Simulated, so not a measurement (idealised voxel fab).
Process module under the name voxel transistor to metal
In the cross-section labelled cut, the width is 300 nm and each square cell is 5 nm.
Notation: cross-section as square-cell grid; stated in bands, top first, going down; one or more cell rows per band. Each band's line starts with the height of the band's top and of its bottom, in nm. Then come its materials from left to right, each with its width in nm. One material with "everywhere" fills the band from edge to edge. "blank" is empty space. Height 0 is the level under which the wafer as received is all one material. The lowest band goes on downwards, as in "0 nm and below". Width: "30..40" (first number = top row, second number = bottom row, same change from row to row of cells). It should be understood that the words "changes: none", when stated for a given step, signify that the cross-section underwent no change in any of its cells during that step. Listed in "Sealed internal cavities": every empty space of 8 or more cells without an open way to the top. Form: width x height at distance, the distance being from the left edge, all in nm. after a step's settings: what the simulator itself notes on the step. The "overlay nm" setting may appear on a step's line; for a step that uses a mask, it gives how far to the right of its planned position the mask lay, and a negative value indicates the left.

Set out below are the planned steps of the process:
| 1 | RECEIVE with material Si |
| 2 | OXIDIZE with depth nm 5 |
| 3 | CONFORMAL_DEP with material SiN, thk nm 15 |
| 4 | DIRECTIONAL_DEP with material aC, thk nm 15 |
| 5 | PATTERN with tone cover, mask id ACTIVE, material resist, width nm 95, pitch nm 125, thk nm 35, overlay nm 0 |
| 6 | DIRECTIONAL_ETCH with etch materials aC, depth nm 15 |
| 7 | STRIP with etch materials resist |
| 8 | DIRECTIONAL_ETCH with etch materials SiN, depth nm 15 |
| 9 | DIRECTIONAL_ETCH with etch materials SiO2, depth nm 5 |
| 10 | DIRECTIONAL_ETCH with etch materials Si, depth nm 30 |
| 11 | STRIP with etch materials aC |
| 12 | FILL_DEP with material SiO2, thk nm 15 |
| 13 | CMP with height nm 15 |
| 14 | SELECTIVE_ETCH with etch materials SiO2, depth nm 10 |
| 15 | STRIP with etch materials SiN |
| 16 | SELECTIVE_ETCH with etch materials SiO2, depth nm 5 |
| 17 | OXIDIZE with depth nm 5 |
| 18 | DIRECTIONAL_DEP with material polySi, thk nm 20 |
| 19 | DIRECTIONAL_DEP with material SiCN, thk nm 15 |
| 20 | MASKED_ETCH with tone cover, mask id GATE, width nm 25, pitch nm 125, etch materials SiCN, depth nm 25, overlay nm 0 |
| 21 | MASKED_ETCH with tone cover, mask id GATE, width nm 25, pitch nm 125, etch materials polySi, depth nm 30, overlay nm 0 |
| 22 | CONFORMAL_DEP with material SiN, thk nm 10 |
| 23 | DIRECTIONAL_ETCH with etch materials SiN, depth nm 10 |
| 24 | DIRECTIONAL_ETCH with etch materials SiO2, depth nm 5 |
| 25 | EPI with material nSi, thk nm 5 |
| 26 | FILL_DEP with material SiO2, thk nm 5 |
| 27 | CMP with height nm 15 |
| 28 | STRIP with etch materials polySi |
| 29 | SELECTIVE_ETCH with etch materials SiO2, depth nm 5 |
| 30 | CONFORMAL_DEP with material HfO2, thk nm 5 |
| 31 | CONFORMAL_DEP with material TiN, thk nm 5 |
| 32 | FILL_DEP with material W, thk nm 5 |
| 33 | CMP with height nm 10 |
| 34 | DIRECTIONAL_DEP with material SiO2, thk nm 10 |
| 35 | PATTERN with tone open, mask id CONTACT, material resist, width nm 15, thk nm 20, overlay nm 0 |
| 36 | DIRECTIONAL_ETCH with etch materials SiO2, depth nm 25 |
| 37 | STRIP with etch materials resist |
| 38 | CONFORMAL_DEP with material TiN, thk nm 5 |
| 39 | FILL_DEP with material Ru, thk nm 10 |
| 40 | CMP with height nm 20 |
| 41 | CONFORMAL_DEP with material SiCN, thk nm 5 |
| 42 | DIRECTIONAL_DEP with material lowk, thk nm 20 |
| 43 | DIRECTIONAL_DEP with material aC, thk nm 5 |
| 44 | PATTERN with tone open, mask id METAL_1, material resist, width nm 15, thk nm 30, overlay nm 0 |
| 45 | DIRECTIONAL_ETCH with etch materials aC, depth nm 10 |
| 46 | STRIP with etch materials resist |
| 47 | DIRECTIONAL_ETCH with etch materials lowk, depth nm 20 |
| 48 | DIRECTIONAL_ETCH with etch materials SiCN, depth nm 5 |
| 49 | STRIP with etch materials aC |
| 50 | CONFORMAL_DEP with material TiN, thk nm 5 |
| 51 | FILL_DEP with material Ru, thk nm 10 |
| 52 | CMP with height nm 45 |
| 53 | CONFORMAL_DEP with material SiCN, thk nm 5 |
| 54 | DIRECTIONAL_DEP with material SiO2, thk nm 30 |
| 55 | PATTERN with tone open, mask id METAL_2, material resist, width nm 15, pitch nm 125, thk nm 15, overlay nm 0 |
| 56 | DIRECTIONAL_ETCH with etch materials SiO2, depth nm 15 |
| 57 | STRIP with etch materials resist |
| 58 | PATTERN with tone open, mask id METAL_2_HOLES, material resist, width nm 15, pitch nm 125, thk nm 20, overlay nm 0 |
| 59 | DIRECTIONAL_ETCH with etch materials SiO2, depth nm 15 |
| 60 | DIRECTIONAL_ETCH with etch materials SiCN, depth nm 5 |
| 61 | STRIP with etch materials resist |
| 62 | CONFORMAL_DEP with material TiN, thk nm 5 |
| 63 | FILL_DEP with material Ru, thk nm 10 |
| 64 | CMP with height nm 80 |
| 65 | CONFORMAL_DEP with material SiN, thk nm 5 |
Wafer-to-wafer difference: thk nm, step 43. Common start. Plan = first wafer's value.

As-received cross-section, first of several wafers, post step 1:
- 0 nm and below | Si everywhere
- Sealed internal cavities: none

After the module's final step, step 65: the first of several wafers in cross-section:
- 85 nm to 80 nm | SiN everywhere
- 80 nm to 50 nm | 45 SiO2, 5 TiN, 5 Ru, 5 TiN, 110 SiO2, 5 TiN, 5 Ru, 5 TiN, 115 SiO2
- 50 nm to 45 nm | 45 SiCN, 15 TiN, 110 SiCN, 15 TiN, 115 SiCN
- 45 nm to 25 nm | 45 lowk, 5 TiN, 5 Ru, 5 TiN, 55 lowk, 5 TiN, 5 Ru, 5 TiN, 40 lowk, 5 TiN, 5 Ru, 5 TiN, 55 lowk, 5 TiN, 5 Ru, 5 TiN, 45 lowk
- 25 nm to 20 nm | 45 SiCN, 15 TiN, 55 SiCN, 15 TiN, 40 SiCN, 15 TiN, 55 SiCN, 15 TiN, 45 SiCN
- 20 nm to 10 nm | 45 SiO2, 5 TiN, 5 Ru, 5 TiN, 55 SiO2, 5 TiN, 5 Ru, 5 TiN, 40 SiO2, 5 TiN, 5 Ru, 5 TiN, 55 SiO2, 5 TiN, 5 Ru, 5 TiN, 45 SiO2
- 10 nm to 0 nm | 45 SiO2, 5 TiN, 5 Ru, 5 TiN, 5 SiO2, 10 SiN, 5 HfO2, 5 TiN, 5 W, 5 TiN, 5 HfO2, 10 SiN, 5 SiO2, 5 TiN, 5 Ru, 5 TiN, 40 SiO2, 5 TiN, 5 Ru, 5 TiN, 5 SiO2, 10 SiN, 5 HfO2, 5 TiN, 5 W, 5 TiN, 5 HfO2, 10 SiN, 5 SiO2, 5 TiN, 5 Ru, 5 TiN, 45 SiO2
- 0 nm to -5 nm | 35 SiO2, 10 SiN, 15 TiN, 5 SiO2, 10 SiN, 5 HfO2, 15 TiN, 5 HfO2, 10 SiN, 5 SiO2, 15 TiN, 10 SiN, 20 SiO2, 10 SiN, 15 TiN, 5 SiO2, 10 SiN, 5 HfO2, 15 TiN, 5 HfO2, 10 SiN, 5 SiO2, 15 TiN, 10 SiN, 35 SiO2
- -5 nm to -10 nm | 45 SiO2, 20 nSi, 5 SiO2, 35 HfO2, 5 SiO2, 20 nSi, 40 SiO2, 20 nSi, 5 SiO2, 35 HfO2, 5 SiO2, 20 nSi, 45 SiO2
- -10 nm to -35 nm | 40 SiO2, 95 Si, 30 SiO2, 95 Si, 40 SiO2
- -35 nm and below | Si everywhere
- Sealed internal cavities: none

The last wafer as seen in cross-section at the end of the module:
- 85 nm to 80 nm | SiN everywhere
- 80 nm to 50 nm | 45 SiO2, 5 TiN, 5 Ru, 5 TiN, 110 SiO2, 5 TiN, 5 Ru, 5 TiN, 115 SiO2
- 50 nm to 45 nm | 45 SiCN, 15 TiN, 110 SiCN, 15 TiN, 115 SiCN
- 45 nm to 25 nm | lowk everywhere
- 25 nm to 20 nm | SiCN everywhere
- 20 nm to 10 nm | 45 SiO2, 5 TiN, 5 Ru, 5 TiN, 55 SiO2, 5 TiN, 5 Ru, 5 TiN, 40 SiO2, 5 TiN, 5 Ru, 5 TiN, 55 SiO2, 5 TiN, 5 Ru, 5 TiN, 45 SiO2
- 10 nm to 0 nm | 45 SiO2, 5 TiN, 5 Ru, 5 TiN, 5 SiO2, 10 SiN, 5 HfO2, 5 TiN, 5 W, 5 TiN, 5 HfO2, 10 SiN, 5 SiO2, 5 TiN, 5 Ru, 5 TiN, 40 SiO2, 5 TiN, 5 Ru, 5 TiN, 5 SiO2, 10 SiN, 5 HfO2, 5 TiN, 5 W, 5 TiN, 5 HfO2, 10 SiN, 5 SiO2, 5 TiN, 5 Ru, 5 TiN, 45 SiO2
- 0 nm to -5 nm | 35 SiO2, 10 SiN, 15 TiN, 5 SiO2, 10 SiN, 5 HfO2, 15 TiN, 5 HfO2, 10 SiN, 5 SiO2, 15 TiN, 10 SiN, 20 SiO2, 10 SiN, 15 TiN, 5 SiO2, 10 SiN, 5 HfO2, 15 TiN, 5 HfO2, 10 SiN, 5 SiO2, 15 TiN, 10 SiN, 35 SiO2
- -5 nm to -10 nm | 45 SiO2, 20 nSi, 5 SiO2, 35 HfO2, 5 SiO2, 20 nSi, 40 SiO2, 20 nSi, 5 SiO2, 35 HfO2, 5 SiO2, 20 nSi, 45 SiO2
- -10 nm to -35 nm | 40 SiO2, 95 Si, 30 SiO2, 95 Si, 40 SiO2
- -35 nm and below | Si everywhere
- Sealed internal cavities: none

Table: wafers, a row each; end-of-module cell change per material since receipt, gain (+), loss (-); then closed voids:
thk nm 5 | +26 HfO2 | +44 Ru | -230 Si | +102 SiCN | +92 SiN | +642 SiO2 | +132 TiN | +4 W | +192 lowk | +16 nSi | Sealed internal cavities: none
thk nm 10 | +26 HfO2 | +44 Ru | -230 Si | +102 SiCN | +92 SiN | +642 SiO2 | +132 TiN | +4 W | +192 lowk | +16 nSi | Sealed internal cavities: none
thk nm 15 | +26 HfO2 | +28 Ru | -230 Si | +114 SiCN | +92 SiN | +642 SiO2 | +88 TiN | +4 W | +240 lowk | +16 nSi | Sealed internal cavities: none
thk nm 20 | +26 HfO2 | +28 Ru | -230 Si | +114 SiCN | +92 SiN | +642 SiO2 | +88 TiN | +4 W | +240 lowk | +16 nSi | Sealed internal cavities: none
thk nm 25 | +26 HfO2 | +28 Ru | -230 Si | +114 SiCN | +92 SiN | +642 SiO2 | +88 TiN | +4 W | +240 lowk | +16 nSi | Sealed internal cavities: none
